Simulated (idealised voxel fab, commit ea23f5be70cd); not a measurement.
Process module in this document: voxel transistor to metal
The cross-section on display is named cut; it measures 200 nm wide, and its cells are 5 nm squares.
Cross-section layout: square cells on a grid; listed as bands, top to bottom; a band spans one or more cell rows. Band entry format. Leading values: height of top, height of bottom, nm. Remainder: materials in left-to-right order, each with its width in nm. Special words: "full width" on a single material, which then fills the band edge to edge; "air", empty space. Beneath 0, the wafer as received is one material, and that level is where height counting begins. The lowest band goes on downward without a bottom; it is written like "0 nm and below". The two numbers in a width such as "30 to 40" mark its ends across the band: the first belongs to the top row of cells, the second to the bottom row, and from each row to the next the width moves by the same amount. Step note "remained unchanged" = no cross-section cell changed. The label "Unvented internal voids" introduces a list of the empty spaces, 8 cells or larger, that have no open way up to the top; each entry in it reads width x height at distance, where the distance is taken from the left edge and all three are stated in nm. The remark found on a step's line after its settings is issued by the simulator itself and pertains to that step. When a step includes a mask, the "overlay nm" setting on its line states how far to the right of its planned place that mask lay, and negative values state how far to the left.

Steps planned for the process
1 RECEIVE: material Si
2 OXIDIZE: depth nm 5
3 CONFORMAL_DEP: material SiN, thk nm 15
4 MASKED_ETCH: tone cover, mask id ACTIVE, width nm 105, etch materials SiN, depth nm 15, overlay nm 0
5 MASKED_ETCH: tone cover, mask id ACTIVE, width nm 105, etch materials SiO2, depth nm 5, overlay nm 0
6 MASKED_ETCH: tone cover, mask id ACTIVE, width nm 105, etch materials Si, depth nm 25, overlay nm 0
7 FILL_DEP: material SiO2, thk nm 5
8 CMP: height nm 15
9 SELECTIVE_ETCH: etch materials SiO2, depth nm 15
10 STRIP: etch materials SiN
11 SELECTIVE_ETCH: etch materials SiO2, depth nm 5
12 OXIDIZE: depth nm 5
13 DIRECTIONAL_DEP: material polySi, thk nm 20
14 DIRECTIONAL_DEP: material SiCN, thk nm 15
15 PATTERN: tone cover, mask id GATE, material resist, width nm 25, thk nm 15, overlay nm 0
16 DIRECTIONAL_ETCH: etch materials SiCN, depth nm 25
17 DIRECTIONAL_ETCH: etch materials polySi, depth nm 30
18 STRIP: etch materials resist
19 CONFORMAL_DEP: material SiN, thk nm 10
20 DIRECTIONAL_ETCH: etch materials SiN, depth nm 10
21 DIRECTIONAL_ETCH: etch materials SiO2, depth nm 5
22 DIRECTIONAL_ETCH: etch materials Si, depth nm 5
23 EPI: material pSi, thk nm 5
24 FILL_DEP: material SiO2, thk nm 5
25 CMP: height nm 15
26 STRIP: etch materials polySi
27 SELECTIVE_ETCH: etch materials SiO2, depth nm 5
28 CONFORMAL_DEP: material HfO2, thk nm 5
29 CONFORMAL_DEP: material TiN, thk nm 5
30 FILL_DEP: material W, thk nm 10
31 CMP: height nm 10
32 DIRECTIONAL_DEP: material SiO2, thk nm 15
33 MASKED_ETCH: tone open, mask id CONTACT, width nm 15, pitch nm 80, etch materials SiO2, depth nm 35, overlay nm 0
34 CONFORMAL_DEP: material TiN, thk nm 5
35 FILL_DEP: material W, thk nm 10
36 CMP: height nm 25
37 CONFORMAL_DEP: material SiN, thk nm 5
38 DIRECTIONAL_DEP: material lowk, thk nm 25
39 DIRECTIONAL_DEP: material aC, thk nm 10
40 PATTERN: tone open, mask id METAL_1, material resist, width nm 15, pitch nm 80, thk nm 30, overlay nm 0
41 DIRECTIONAL_ETCH: etch materials aC, depth nm 10
42 STRIP: etch materials resist
43 DIRECTIONAL_ETCH: etch materials lowk, depth nm 25
44 DIRECTIONAL_ETCH: etch materials SiN, depth nm 5
45 STRIP: etch materials aC
46 CONFORMAL_DEP: material TiN, thk nm 5
47 FILL_DEP: material Ru, thk nm 5
48 CMP: height nm 55
49 CONFORMAL_DEP: material SiN, thk nm 5

Cross-section of the wafer at receipt, which is the condition after step 1
	0 nm and below: Si full width
	Unvented internal voids: none

Post-module cross-section: identical start and plan to those above, one misstep in execution
	60 nm to 55 nm: SiN full width
	55 nm to 30 nm: lowk=40; TiN=5; Ru=5; TiN=5; lowk=65; TiN=5; Ru=5; TiN=5; lowk=65
	30 nm to 25 nm: SiN=40; TiN=15; SiN=65; TiN=15; SiN=65
	25 nm to 10 nm: SiO2=50; TiN=5; W=5; TiN=5; SiO2=65; TiN=5; W=5; TiN=5; SiO2=55
	10 nm to 0 nm: SiO2=50; TiN=5; W=5; TiN=5; SiO2=10; SiN=10; HfO2=5; TiN=5; W=5; TiN=5; HfO2=5; SiN=10; SiO2=10; TiN=5; W=5; TiN=5; SiO2=55
	0 nm to -5 nm: SiO2=50; TiN=5; W=5; TiN=5; SiO2=10; SiN=10; HfO2=5; TiN=15; HfO2=5; SiN=10; SiO2=10; TiN=5; W=5; TiN=5; SiO2=55
	-5 nm to -10 nm: SiO2=50; TiN=15; SiO2=5; pSi=5; SiO2=5; HfO2=35; SiO2=5; pSi=5; SiO2=5; TiN=15; SiO2=55
	-10 nm to -15 nm: SiO2=45; pSi=30; Si=45; pSi=30; SiO2=50
	-15 nm to -30 nm: SiO2=45; Si=105; SiO2=50
	-30 nm and below: Si full width
	Unvented internal voids: none
Where did the run depart from the plan? step 40 changed vs plan, executed as PATTERN: tone open, mask id METAL_1, material resist, width nm 15, pitch nm 80, thk nm 30, overlay nm -10
